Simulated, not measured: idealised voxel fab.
The process module presented herein is designated voxel released beams.
Square cell edge 5 nm, section width 150 nm, ID cut.
When this document writes out a cross-section, it uses a grid of square cells and lists it as bands, beginning at the top and moving down, with a band standing for one or more rows of cells.
It is stipulated that each band's entry specify, in nanometres, the height of the top of the band and then that of its bottom, followed by the materials of the band in left-to-right sequence, each together with its width in nanometres. A single material marked by the word "edge to edge" is understood to fill the band from edge to edge; the word "empty" is understood to denote empty space.
Below 0: as-received wafer, all one material; heights counted from there. Lowest band: no bottom, goes on down, written "from 0 down".
A width such as "30 to 40" changes by the same amount from each row of cells to the next, from the band's top row to its bottom row.
You'll sometimes find "nothing different" written for a step, and that's the way of saying that nowhere in the cross-section did a cell change during that step.
Under "Enclosed void list" you'll find the enclosed gaps, the ones with no way out to the top, that are 8 cells or bigger; each reads width x height at distance, with distance counted from the left edge, everything in nm.
The remark found on a step's line after its settings is issued by the simulator itself and pertains to that step.
"overlay nm" on a masked step: distance the mask lay right of its planned place, negative for left.

Set out below are the planned steps of the process
step 1: RECEIVE [material Si]
step 2: CONFORMAL_DEP [material Al2O3] [thk nm 5]
step 3: DIRECTIONAL_DEP [material SiO2] [thk nm 20]
step 4: DIRECTIONAL_DEP [material aC] [thk nm 10]
step 5: PATTERN [tone open] [mask id ANCHOR] [material resist] [width nm 40] [thk nm 30] [overlay nm 0]
step 6: DIRECTIONAL_ETCH [etch materials aC] [depth nm 10]
step 7: STRIP [etch materials resist]
step 8: DIRECTIONAL_ETCH [etch materials SiO2] [depth nm 20]
step 9: STRIP [etch materials aC]
step 10: CONFORMAL_DEP [material polySi] [thk nm 15]
step 11: PATTERN [tone cover] [mask id BEAM] [material resist] [width nm 115] [thk nm 15] [overlay nm 0]
step 12: DIRECTIONAL_ETCH [etch materials polySi] [depth nm 15]
step 13: STRIP [etch materials resist]
step 14: STRIP [etch materials SiO2]

Incoming wafer in cross-section (state: after step 1)
	from 0 down = Si edge to edge
	Enclosed void list: none

The first of two wafers, cross-sectioned at the end of the module, with the run proceeding as planned
	from 40 to 25 = 15 of empty; 20 of polySi; 10 of empty; 85 of polySi; 20 of empty
	from 25 to 20 = 20 of empty; 15 of polySi; 10 of empty; 15 of polySi; 90 of empty
	from 20 to 5 = 20 of empty; 40 of polySi; 90 of empty
	from 5 to 0 = Al2O3 edge to edge
	from 0 down = Si edge to edge
	Enclosed void list: none

This is the second of the two wafers, cross-sectioned at the end of the module; it started exactly like the first and was given the same plan, but it was run with one mistake
	from 35 to 20 = 15 of empty; 20 of polySi; 10 of empty; 85 of polySi; 20 of empty
	from 20 to 5 = 20 of empty; 40 of polySi; 90 of empty
	from 5 to 0 = Al2O3 edge to edge
	from 0 down = Si edge to edge
	Enclosed void list: none
Nonconformance to the process plan: in deviation from the planned setting, step 3 was conducted as DIRECTIONAL_DEP [material SiO2] [thk nm 15]
Bottom line after processing is that, in cells, the second wafer is up or down on some materials versus the first: 6 fewer of polySi
